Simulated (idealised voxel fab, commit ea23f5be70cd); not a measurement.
The document below concerns the process module designated voxel self aligned contacts.
Section cut is 270 nm wide and gridded with 5 nm square cells.
How to read a cross-section here: the picture is a grid of square cells, written as bands going from the top down, and any band can span one or more rows of cells.
Band entry format. Leading values: height of top, height of bottom, nm. Remainder: materials in left-to-right order, each with its width in nm. Special words: "everywhere" on a single material, which then fills the band edge to edge; "air", empty space.
Heads up on the height convention: 0 is the point under which the incoming wafer is all one material, and the lowest band has no bottom, it just keeps going down, like "0 and below".
Think of "30..40" as a width that walks from the first number to the second as you go down the band, top row to bottom row, taking equal-sized steps from row to row.
Given "no change occurred" for a step, no cell of the cross-section differs between before and after that step.
Entry "Closed void roster" = empty spaces >= 8 cells with no open way to the top; each as width x height at distance, distance from left edge, all nm.
That trailing text on a step's line, after the settings, is the simulator's own remark on the step.
On any step carrying a mask, the "overlay nm" setting, if present on the step's line, tells how far right of its planned place the mask lay; negative values point to the left.
[Listed below are the process steps as planned]
1: op RECEIVE | material Si
2: op CONFORMAL_DEP | material SiO2 | thk nm 5
3: op DIRECTIONAL_DEP | material polySi | thk nm 30
4: op DIRECTIONAL_DEP | material SiN | thk nm 15
5: op MASKED_ETCH | tone cover | mask id GATE | width nm 25 | pitch nm 55 | etch materials SiN | depth nm 15 | overlay nm 0
6: op MASKED_ETCH | tone cover | mask id GATE | width nm 25 | pitch nm 55 | etch materials polySi | depth nm 30 | overlay nm 0
7: op CONFORMAL_DEP | material SiN | thk nm 5
8: op DIRECTIONAL_ETCH | etch materials SiN | depth nm 5
9: op FILL_DEP | material SiO2 | thk nm 10
10: op CMP | height nm 55
11: op DIRECTIONAL_DEP | material aC | thk nm 15
12: op PATTERN | tone open | mask id CONTACT | material resist | width nm 40 | thk nm 30 | overlay nm 0
13: op DIRECTIONAL_ETCH | etch materials aC | depth nm 15
14: op STRIP | etch materials resist
15: op DIRECTIONAL_ETCH | etch materials SiO2 | depth nm 55
16: op STRIP | etch materials aC
17: op CONFORMAL_DEP | material TiN | thk nm 5
18: op FILL_DEP | material W | thk nm 10
19: op CMP | height nm 55
20: op CONFORMAL_DEP | material SiN | thk nm 5
[Shown in cross-section is the wafer as received, that is, as it stands after step 1]
	0 and below: Si everywhere
	Closed void roster: none
[End-of-module XS, first of two wafers, run as planned]
	60 down to 55: SiN everywhere
	55 down to 50: SiO2 115, TiN 15, W 10, TiN 15, SiO2 115
	50 down to 35: SiO2 90, SiN 35, TiN 5, W 10, TiN 5, SiN 35, SiO2 90
	35 down to 5: SiO2 90, SiN 5, polySi 25, SiN 5, TiN 5, W 10, TiN 5, SiN 5, polySi 25, SiN 5, SiO2 90
	5 down to 0: SiO2 125, TiN 20, SiO2 125
	0 and below: Si everywhere
	Closed void roster: none
[Here is the second of the two wafers cut open at the end of the module - same start, same plan as the first one, but we made one mistake running it]
	60 down to 55: SiN everywhere
	55 down to 45: SiO2 90, SiN 35, TiN 5, W 10, TiN 5, SiN 35, SiO2 90
	45 down to 15: SiO2 90, SiN 5, polySi 25, SiN 5, TiN 5, W 10, TiN 5, SiN 5, polySi 25, SiN 5, SiO2 90
	15 down to 5: SiO2 125, TiN 5, W 10, TiN 5, SiO2 125
	5 down to 0: SiO2 125, TiN 20, SiO2 125
	0 and below: Si everywhere
	Closed void roster: none
Deviation noted in wafer processing: so step 2 ended up running with a different setting than we planned, it ran as op CONFORMAL_DEP | material SiO2 | thk nm 15
In the final state, the cell counts of the second wafer exceed or fall short of those of the first for the following materials: 14 fewer of SiN | 18 more of SiO2 | 4 fewer of TiN
